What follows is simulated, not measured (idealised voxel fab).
Proc. module: voxel fin reveal
Section shown: cut. Width: 185 nm. Cell size: 5 nm, square.
Notation: cross-section as square-cell grid; stated in bands, top first, going down; one or more cell rows per band. What a band's entry tells you: where the top is and where the bottom is, as heights in nm, and after that what lies inside, material by material from left to right, each with its width in nm. Empty space is written as the word "empty", and a single material marked with the word "all across" occupies the band from edge to edge. Height 0 is the level under which the wafer as received is all one material. The lowest band goes on downwards, as in "0 and below". You'd read "30..40" like this: the band's top row of cells is as wide as the first number, its bottom row is as wide as the second, and going down, every row changes width by the same amount as the row before did. Take "left unchanged" at face value: in the step it is given for, the cross-section changed in none of its cells. This entry, "Internal closed voids", enumerates those empty regions of no fewer than 8 cells that possess no open connection to the top. Each region is reported in the form width x height at distance, the distance being taken from the left edge, with all three quantities expressed in nm. Text after the settings on a step's line: the simulator's own remark on that step. When a step includes a mask, the "overlay nm" setting on its line states how far to the right of its planned place that mask lay, and negative values state how far to the left.

### This section lists the process steps that were planned
1,RECEIVE with material Si
2,CONFORMAL_DEP with material SiN, thk nm 5
3,MASKED_ETCH with tone cover, mask id FINS, width nm 15, pitch nm 45, etch materials SiN, depth nm 5, overlay nm 0
4,MASKED_ETCH with tone cover, mask id FINS, width nm 15, pitch nm 45, etch materials Si, depth nm 40, overlay nm 0
5,OXIDIZE with depth nm 5
6,FILL_DEP with material SiO2, thk nm 5
7,CMP with height nm 5
8,SELECTIVE_ETCH with etch materials SiO2, depth nm 25
9,STRIP with etch materials SiN

### Wafer as received: cross-section following step 1
> 0 and below | Si all across
> Internal closed voids: none

### End-of-module XS, first of two wafers, run as planned
> 0 down to -20 | 20 nm empty; 5 nm Si; 40 nm empty; 5 nm Si; 40 nm empty; 5 nm Si; 40 nm empty; 5 nm Si; 25 nm empty
> -20 down to -45 | 20 nm SiO2; 5 nm Si; 40 nm SiO2; 5 nm Si; 40 nm SiO2; 5 nm Si; 40 nm SiO2; 5 nm Si; 25 nm SiO2
> -45 and below | Si all across
> Internal closed voids: none

### second wafer at the end: like start, like plan, one mistake
> 0 down to -5 | 25 nm empty; 5 nm Si; 40 nm empty; 5 nm Si; 40 nm empty; 5 nm Si; 40 nm empty; 5 nm Si; 20 nm empty
> -5 down to -20 | 20 nm empty; 10 nm Si; 35 nm empty; 10 nm Si; 35 nm empty; 10 nm Si; 35 nm empty; 10 nm Si; 20 nm empty
> -20 down to -45 | 20 nm SiO2; 10 nm Si; 35 nm SiO2; 10 nm Si; 35 nm SiO2; 10 nm Si; 35 nm SiO2; 10 nm Si; 20 nm SiO2
> -45 and below | Si all across
> Internal closed voids: none
In executing the process, a mistake was made relative to the plan: so step 3 ended up running with a different setting than we planned, it ran as MASKED_ETCH with tone cover, mask id FINS, width nm 15, pitch nm 45, etch materials SiN, depth nm 5, overlay nm 5
Final difference in cells, second wafer against first, listed per material as more or fewer: +32 Si; -20 SiO2
